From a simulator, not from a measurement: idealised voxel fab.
process module | voxel trench capacitor
cross-section cut | 210 nm wide | cells 5 nm
A cross-section is a grid of square cells, given in bands from the top down. A band is one or more rows of cells.
Each band's line starts with the height of the band's top and of its bottom, in nm. Then come its materials from left to right, each with its width in nm. One material with "throughout" fills the band from edge to edge. "air" is empty space.
Height 0 is the level under which the wafer as received is all one material. The lowest band goes on downwards, as in "0 down".
A width such as "30 to 40" changes by the same amount from each row of cells to the next, from the band's top row to its bottom row.
"no change" after a step means that no cell of the cross-section changed.
closed voids: empty space of 8 cells or more with no open way to the top, each as width x height at its distance from the left edge, in nm
after a step's settings: what the simulator itself notes on the step
overlay nm, on a step with a mask: how far to the right of its planned place the mask lay; to the left if negative
plan
1 op RECEIVE | material Si
2 op CONFORMAL_DEP | material SiN | thk nm 5
3 op MASKED_ETCH | tone open | mask id TRENCH | width nm 30 | pitch nm 60 | etch materials SiN | depth nm 5 | overlay nm 0
4 op MASKED_ETCH | tone open | mask id TRENCH | width nm 30 | pitch nm 60 | etch materials Si | depth nm 30 | overlay nm 0
5 op CONFORMAL_DEP | material Al2O3 | thk nm 5
6 op CONFORMAL_DEP | material TiN | thk nm 5
7 op FILL_DEP | material W | thk nm 10
8 op CMP | height nm 5
first wafer, as planned
as received, after step 1
  0 down: Si throughout
  closed voids: none
after step 2
  5 to 0: SiN throughout
  below 0: unchanged
after step 3
  5 to 0: SiN 30 | air 30 | SiN 30 | air 30 | SiN 30 | air 30 | SiN 30
  below 0: unchanged
after step 4
  5 to 0: SiN 30 | air 30 | SiN 30 | air 30 | SiN 30 | air 30 | SiN 30
  0 to -30: Si 30 | air 30 | Si 30 | air 30 | Si 30 | air 30 | Si 30
  below -30: unchanged
after step 5
  10 to 5: Al2O3 35 | air 20 | Al2O3 40 | air 20 | Al2O3 40 | air 20 | Al2O3 35
  5 to 0: SiN 30 | Al2O3 5 | air 20 | Al2O3 5 | SiN 30 | Al2O3 5 | air 20 | Al2O3 5 | SiN 30 | Al2O3 5 | air 20 | Al2O3 5 | SiN 30
  0 to -25: Si 30 | Al2O3 5 | air 20 | Al2O3 5 | Si 30 | Al2O3 5 | air 20 | Al2O3 5 | Si 30 | Al2O3 5 | air 20 | Al2O3 5 | Si 30
  -25 to -30: Si 30 | Al2O3 30 | Si 30 | Al2O3 30 | Si 30 | Al2O3 30 | Si 30
  below -30: unchanged
after step 6
  15 to 10: TiN 40 | air 10 | TiN 50 | air 10 | TiN 50 | air 10 | TiN 40
  10 to 5: Al2O3 35 | TiN 5 | air 10 | TiN 5 | Al2O3 40 | TiN 5 | air 10 | TiN 5 | Al2O3 40 | TiN 5 | air 10 | TiN 5 | Al2O3 35
  5 to 0: SiN 30 | Al2O3 5 | TiN 5 | air 10 | TiN 5 | Al2O3 5 | SiN 30 | Al2O3 5 | TiN 5 | air 10 | TiN 5 | Al2O3 5 | SiN 30 | Al2O3 5 | TiN 5 | air 10 | TiN 5 | Al2O3 5 | SiN 30
  0 to -20: Si 30 | Al2O3 5 | TiN 5 | air 10 | TiN 5 | Al2O3 5 | Si 30 | Al2O3 5 | TiN 5 | air 10 | TiN 5 | Al2O3 5 | Si 30 | Al2O3 5 | TiN 5 | air 10 | TiN 5 | Al2O3 5 | Si 30
  -20 to -25: Si 30 | Al2O3 5 | TiN 20 | Al2O3 5 | Si 30 | Al2O3 5 | TiN 20 | Al2O3 5 | Si 30 | Al2O3 5 | TiN 20 | Al2O3 5 | Si 30
  below -25: unchanged
after step 7
  25 to 15: W throughout
  15 to 10: TiN 40 | W 10 | TiN 50 | W 10 | TiN 50 | W 10 | TiN 40
  10 to 5: Al2O3 35 | TiN 5 | W 10 | TiN 5 | Al2O3 40 | TiN 5 | W 10 | TiN 5 | Al2O3 40 | TiN 5 | W 10 | TiN 5 | Al2O3 35
  5 to 0: SiN 30 | Al2O3 5 | TiN 5 | W 10 | TiN 5 | Al2O3 5 | SiN 30 | Al2O3 5 | TiN 5 | W 10 | TiN 5 | Al2O3 5 | SiN 30 | Al2O3 5 | TiN 5 | W 10 | TiN 5 | Al2O3 5 | SiN 30
  0 to -20: Si 30 | Al2O3 5 | TiN 5 | W 10 | TiN 5 | Al2O3 5 | Si 30 | Al2O3 5 | TiN 5 | W 10 | TiN 5 | Al2O3 5 | Si 30 | Al2O3 5 | TiN 5 | W 10 | TiN 5 | Al2O3 5 | Si 30
  below -20: unchanged
after step 8
  5 to 0: SiN 30 | Al2O3 5 | TiN 5 | W 10 | TiN 5 | Al2O3 5 | SiN 30 | Al2O3 5 | TiN 5 | W 10 | TiN 5 | Al2O3 5 | SiN 30 | Al2O3 5 | TiN 5 | W 10 | TiN 5 | Al2O3 5 | SiN 30
  below 0: unchanged
second wafer: like start, like plan, one mistake. Through step 4 it matches the first wafer
when step 5 should have ended: no change
when step 6 should have ended
  10 to 5: TiN 35 | air 20 | TiN 40 | air 20 | TiN 40 | air 20 | TiN 35
  5 to 0: SiN 30 | TiN 5 | air 20 | TiN 5 | SiN 30 | TiN 5 | air 20 | TiN 5 | SiN 30 | TiN 5 | air 20 | TiN 5 | SiN 30
  0 to -25: Si 30 | TiN 5 | air 20 | TiN 5 | Si 30 | TiN 5 | air 20 | TiN 5 | Si 30 | TiN 5 | air 20 | TiN 5 | Si 30
  -25 to -30: Si 30 | TiN 30 | Si 30 | TiN 30 | Si 30 | TiN 30 | Si 30
  below -30: unchanged
when step 7 should have ended
  20 to 10: W throughout
  10 to 5: TiN 35 | W 20 | TiN 40 | W 20 | TiN 40 | W 20 | TiN 35
  5 to 0: SiN 30 | TiN 5 | W 20 | TiN 5 | SiN 30 | TiN 5 | W 20 | TiN 5 | SiN 30 | TiN 5 | W 20 | TiN 5 | SiN 30
  0 to -25: Si 30 | TiN 5 | W 20 | TiN 5 | Si 30 | TiN 5 | W 20 | TiN 5 | Si 30 | TiN 5 | W 20 | TiN 5 | Si 30
  below -25: unchanged
when step 8 should have ended
  5 to 0: SiN 30 | TiN 5 | W 20 | TiN 5 | SiN 30 | TiN 5 | W 20 | TiN 5 | SiN 30 | TiN 5 | W 20 | TiN 5 | SiN 30
  below 0: unchanged
what went wrong: step 5 was left out
at the end the second wafer has, in cells: 54 fewer of Al2O3 | 12 more of TiN | 42 more of W
